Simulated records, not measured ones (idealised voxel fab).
Process module name: voxel air gaps
It is cross-section cut that appears here, measuring 270 nm in width, its square cells being 5 nm in size.
A cross-section is written here as square cells arranged in a grid, and it is given in bands from the top down, each band taking up one or more rows of cells.
A band entry consists of two parts. The first gives the height of the band's top and the height of its bottom, in nm. The rest lists the band's materials from left to right, each with its width in nm. A single material labelled with the word "edge to edge" fills the band from edge to edge, and the word "blank" marks empty space.
Height datum 0, below which the as-received substrate wafer is one material. Lowest band open at the bottom, running downward: "z 0 and below".
Graded width ("30..40"): value in top row of band = first number; value in bottom row = second number; row-to-row change constant.
Step note "no modification" = no cross-section cell changed.
The entry "Tabulated closed voids" lists the empty spaces that cover at least 8 cells and have no open path to the top. Each is written as width x height at distance, where the distance is measured from the left edge and all three values are in nm.
If you see something after the settings on a step's line, that's the simulator's own remark about that step.
Steps that use a mask can have "overlay nm" on their line. It says how far the mask sat to the right of where it was meant to be. Negative means to the left.
The following list gives the planned process steps
1,RECEIVE | material Si
2,CONFORMAL_DEP | material SiO2 | thk nm 10
3,CONFORMAL_DEP | material SiCN | thk nm 5
4,DIRECTIONAL_DEP | material lowk | thk nm 40
5,DIRECTIONAL_DEP | material aC | thk nm 15
6,PATTERN | tone open | mask id LINES | material resist | width nm 15 | pitch nm 40 | thk nm 35 | overlay nm 0
7,DIRECTIONAL_ETCH | etch materials aC | depth nm 15
8,STRIP | etch materials resist
9,DIRECTIONAL_ETCH | etch materials lowk | depth nm 40
10,STRIP | etch materials aC
11,CONFORMAL_DEP | material TiN | thk nm 5
12,FILL_DEP | material W | thk nm 10
13,CMP | height nm 55
14,EPI | material Ru | thk nm 10
15,SELECTIVE_ETCH | etch materials lowk | depth nm 50
16,CONFORMAL_DEP | material SiCN | thk nm 5
Cross-section: wafer on arrival = after step 1
  z 0 and below = Si edge to edge
  Tabulated closed voids: none
First of two wafers, end-of-module section, run followed plan
  z 70 to 65 = 70 of blank, 125 of SiCN, 75 of blank
  z 65 to 55 = 70 of blank, 5 of SiCN, 35 of Ru, 5 of SiCN, 35 of Ru, 5 of SiCN, 35 of Ru, 5 of SiCN, 75 of blank
  z 55 to 50 = 70 of blank, 15 of SiCN, 5 of TiN, 5 of W, 5 of TiN, 25 of SiCN, 5 of TiN, 5 of W, 5 of TiN, 25 of SiCN, 5 of TiN, 5 of W, 5 of TiN, 15 of SiCN, 75 of blank
  z 50 to 20 = 80 of blank, 5 of SiCN, 5 of TiN, 5 of W, 5 of TiN, 5 of SiCN, 15 of blank, 5 of SiCN, 5 of TiN, 5 of W, 5 of TiN, 5 of SiCN, 15 of blank, 5 of SiCN, 5 of TiN, 5 of W, 5 of TiN, 5 of SiCN, 85 of blank
  z 20 to 15 = 85 of SiCN, 15 of TiN, 25 of SiCN, 15 of TiN, 25 of SiCN, 15 of TiN, 90 of SiCN
  z 15 to 10 = SiCN edge to edge
  z 10 to 0 = SiO2 edge to edge
  z 0 and below = Si edge to edge
  Tabulated closed voids: 15 x 30 at 105; 15 x 30 at 145
Second wafer of the two, sectioned at the end of the module. It began like the first and followed the same plan, but one mistake was made while running it
  z 80 to 75 = 60 of blank, 145 of SiCN, 65 of blank
  z 75 to 55 = 60 of blank, 5 of SiCN, 135 of Ru, 5 of SiCN, 65 of blank
  z 55 to 50 = 60 of blank, 25 of SiCN, 5 of TiN, 5 of W, 5 of TiN, 25 of lowk, 5 of TiN, 5 of W, 5 of TiN, 25 of lowk, 5 of TiN, 5 of W, 5 of TiN, 25 of SiCN, 65 of blank
  z 50 to 20 = 80 of blank, 5 of SiCN, 5 of TiN, 5 of W, 5 of TiN, 25 of lowk, 5 of TiN, 5 of W, 5 of TiN, 25 of lowk, 5 of TiN, 5 of W, 5 of TiN, 5 of SiCN, 85 of blank
  z 20 to 15 = 85 of SiCN, 15 of TiN, 25 of lowk, 15 of TiN, 25 of lowk, 15 of TiN, 90 of SiCN
  z 15 to 10 = SiCN edge to edge
  z 10 to 0 = SiO2 edge to edge
  z 0 and below = Si edge to edge
  Tabulated closed voids: none
It is concluded that the wafer was processed incorrectly with respect to the plan, in that step 14 of the plan was executed twice over
Final difference in cells, second wafer against first, listed per material as more or fewer: +66 Ru, -36 SiCN, +80 lowk
First wafer closed voids (final) = 2; second wafer closed voids (final) = 0.
